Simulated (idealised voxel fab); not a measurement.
The following process module bears the name voxel ribs on slabs.
Square cell edge 5 nm, section width 155 nm, ID cut.
If you're reading a cross-section in this doc, picture square cells in a grid; it comes to you as bands, top ones listed first down to the bottom, and a band can be one or more rows of cells.
Heights first: top, then bottom, in nm. Then materials, left to right, each with a width in nm. "full width" on a single material: fills the band edge to edge. "empty": empty space.
A quick word on heights: they are counted from 0, and under that level the wafer as it came to us is one material throughout. The lowest band is different from the rest in having no bottom; it simply continues downward, written as in "z 0 and below".
Graded width ("30->40"): value in top row of band = first number; value in bottom row = second number; row-to-row change constant.
Given "no change occurred" for a step, no cell of the cross-section differs between before and after that step.
"Catalogued sealed voids" contains a list of empty spaces, each no smaller than 8 cells and without an open way to the top, written in the form width x height at distance with the distance from the left edge and all three in nm.
Where a step's line continues beyond its settings, the continuation is a remark by the simulator itself on that step.
overlay nm: right-of-plan distance of the mask on a masked step; negative values mean left-of-plan.

-- The steps planned for the process are as follows
1. op RECEIVE | material Si
2. op DIRECTIONAL_DEP | material SiO2 | thk nm 25
3. op DIRECTIONAL_DEP | material SiN | thk nm 20
4. op DIRECTIONAL_DEP | material aC | thk nm 15
5. op PATTERN | tone cover | mask id RIB | material resist | width nm 30 | thk nm 35 | overlay nm 0
6. op DIRECTIONAL_ETCH | etch materials aC | depth nm 15
7. op STRIP | etch materials resist
8. op DIRECTIONAL_ETCH | etch materials SiN | depth nm 10
9. op STRIP | etch materials aC
10. op DIRECTIONAL_DEP | material aC | thk nm 15
11. op PATTERN | tone cover | mask id SLAB | material resist | width nm 60 | thk nm 30 | overlay nm 0
12. op DIRECTIONAL_ETCH | etch materials aC | depth nm 5
13. op STRIP | etch materials resist
14. op DIRECTIONAL_ETCH | etch materials SiN | depth nm 10
15. op STRIP | etch materials aC
16. op FILL_DEP | material SiO2 | thk nm 20
17. op CMP | height nm 55
18. op DIRECTIONAL_DEP | material TiN | thk nm 10
19. op PATTERN | tone cover | mask id HEATER | material resist | width nm 40 | thk nm 20 | overlay nm 0
20. op DIRECTIONAL_ETCH | etch materials TiN | depth nm 10
21. op STRIP | etch materials resist
22. op CONFORMAL_DEP | material SiN | thk nm 5
What sets these wafers apart? The depth nm at step 12. They all start alike, and the plan carries the first wafer's value.

-- First of several wafers, received after step 1, in cross-section
- z 0 and below = Si full width
- Catalogued sealed voids: none

-- Module end state after final step 22: cross-section of the first of several wafers
- z 70 to 65 = empty (50), then SiN (50), then empty (55)
- z 65 to 60 = empty (50), then SiN (5), then TiN (40), then SiN (5), then empty (55)
- z 60 to 55 = SiN (55), then TiN (40), then SiN (60)
- z 55 to 45 = SiO2 full width
- z 45 to 35 = SiO2 (60), then SiN (30), then SiO2 (65)
- z 35 to 25 = SiN full width
- z 25 to 0 = SiO2 full width
- z 0 and below = Si full width
- Catalogued sealed voids: none

-- Cross-section of the final wafer among several, taken at the end of the module
- z 70 to 65 = empty (50), then SiN (50), then empty (55)
- z 65 to 60 = empty (50), then SiN (5), then TiN (40), then SiN (5), then empty (55)
- z 60 to 55 = SiN (55), then TiN (40), then SiN (60)
- z 55 to 45 = SiO2 full width
- z 45 to 35 = SiO2 (60), then SiN (30), then SiO2 (65)
- z 35 to 25 = SiO2 (45), then SiN (60), then SiO2 (50)
- z 25 to 0 = SiO2 full width
- z 0 and below = Si full width
- Catalogued sealed voids: none

-- Below: a row per wafer. Contents at end of module: for every material, cells gained since receipt (+) or lost since receipt (-); then closed voids
depth nm 5, +109 SiN, +267 SiO2, +16 TiN, Catalogued sealed voids: none
depth nm 10, +109 SiN, +267 SiO2, +16 TiN, Catalogued sealed voids: none
depth nm 15, +71 SiN, +305 SiO2, +16 TiN, Catalogued sealed voids: none
depth nm 20, +71 SiN, +305 SiO2, +16 TiN, Catalogued sealed voids: none
depth nm 25, +71 SiN, +305 SiO2, +16 TiN, Catalogued sealed voids: none
depth nm 30, +71 SiN, +305 SiO2, +16 TiN, Catalogued sealed voids: none
